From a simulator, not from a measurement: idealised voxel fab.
process module | voxel fin reveal
cross-section cut | 275 nm wide | cells 5 nm
A cross-section is a grid of square cells, given in bands from the top down. A band is one or more rows of cells.
Each band's line starts with the height of the band's top and of its bottom, in nm. Then come its materials from left to right, each with its width in nm. One material with "throughout" fills the band from edge to edge. "air" is empty space.
Height 0 is the level under which the wafer as received is all one material. The lowest band goes on downwards, as in "0 down".
A width such as "30 to 40" changes by the same amount from each row of cells to the next, from the band's top row to its bottom row.
"no change" after a step means that no cell of the cross-section changed.
closed voids: empty space of 8 cells or more with no open way to the top, each as width x height at its distance from the left edge, in nm
after a step's settings: what the simulator itself notes on the step
overlay nm, on a step with a mask: how far to the right of its planned place the mask lay; to the left if negative
plan
1 op RECEIVE | material Si
2 op CONFORMAL_DEP | material SiN | thk nm 5
3 op PATTERN | tone cover | mask id FINS | material resist | width nm 15 | pitch nm 35 | thk nm 15 | overlay nm 0
4 op DIRECTIONAL_ETCH | etch materials SiN | depth nm 5
5 op DIRECTIONAL_ETCH | etch materials Si | depth nm 40
6 op STRIP | etch materials resist
7 op FILL_DEP | material SiO2 | thk nm 10
8 op CMP | height nm 5
9 op SELECTIVE_ETCH | etch materials SiO2 | depth nm 25
10 op STRIP | etch materials SiN
11 op CONFORMAL_DEP | material HfO2 | thk nm 5
first wafer, as planned
as received, after step 1
  0 down: Si throughout
  closed voids: none
after step 2
  5 to 0: SiN throughout
  below 0: unchanged
after step 3
  20 to 5: air 75 | resist 15 | air 20 | resist 15 | air 20 | resist 15 | air 20 | resist 15 | air 80
  below 5: unchanged
after step 4
  20 to 5: air 75 | resist 15 | air 20 | resist 15 | air 20 | resist 15 | air 20 | resist 15 | air 80
  5 to 0: air 75 | SiN 15 | air 20 | SiN 15 | air 20 | SiN 15 | air 20 | SiN 15 | air 80
  below 0: unchanged
after step 5
  20 to 5: air 75 | resist 15 | air 20 | resist 15 | air 20 | resist 15 | air 20 | resist 15 | air 80
  5 to 0: air 75 | SiN 15 | air 20 | SiN 15 | air 20 | SiN 15 | air 20 | SiN 15 | air 80
  0 to -40: air 75 | Si 15 | air 20 | Si 15 | air 20 | Si 15 | air 20 | Si 15 | air 80
  below -40: unchanged
after step 6
  5 to 0: air 75 | SiN 15 | air 20 | SiN 15 | air 20 | SiN 15 | air 20 | SiN 15 | air 80
  below 0: unchanged
after step 7
  15 to 5: SiO2 throughout
  5 to 0: SiO2 75 | SiN 15 | SiO2 20 | SiN 15 | SiO2 20 | SiN 15 | SiO2 20 | SiN 15 | SiO2 80
  0 to -40: SiO2 75 | Si 15 | SiO2 20 | Si 15 | SiO2 20 | Si 15 | SiO2 20 | Si 15 | SiO2 80
  below -40: unchanged
after step 8
  5 to 0: SiO2 75 | SiN 15 | SiO2 20 | SiN 15 | SiO2 20 | SiN 15 | SiO2 20 | SiN 15 | SiO2 80
  below 0: unchanged
after step 9
  5 to 0: air 75 | SiN 15 | air 20 | SiN 15 | air 20 | SiN 15 | air 20 | SiN 15 | air 80
  0 to -20: air 75 | Si 15 | air 20 | Si 15 | air 20 | Si 15 | air 20 | Si 15 | air 80
  below -20: unchanged
after step 10
  0 to -20: air 75 | Si 15 | air 20 | Si 15 | air 20 | Si 15 | air 20 | Si 15 | air 80
  below -20: unchanged
after step 11
  5 to 0: air 70 | HfO2 25 | air 10 | HfO2 25 | air 10 | HfO2 25 | air 10 | HfO2 25 | air 75
  0 to -15: air 70 | HfO2 5 | Si 15 | HfO2 5 | air 10 | HfO2 5 | Si 15 | HfO2 5 | air 10 | HfO2 5 | Si 15 | HfO2 5 | air 10 | HfO2 5 | Si 15 | HfO2 5 | air 75
  -15 to -20: HfO2 75 | Si 15 | HfO2 20 | Si 15 | HfO2 20 | Si 15 | HfO2 20 | Si 15 | HfO2 80
  below -20: unchanged
second wafer: like start, like plan, one mistake. Through step 10 it matches the first wafer
when step 11 should have ended: no change
what went wrong: step 11 was left out
at the end the second wafer has, in cells: 87 fewer of HfO2
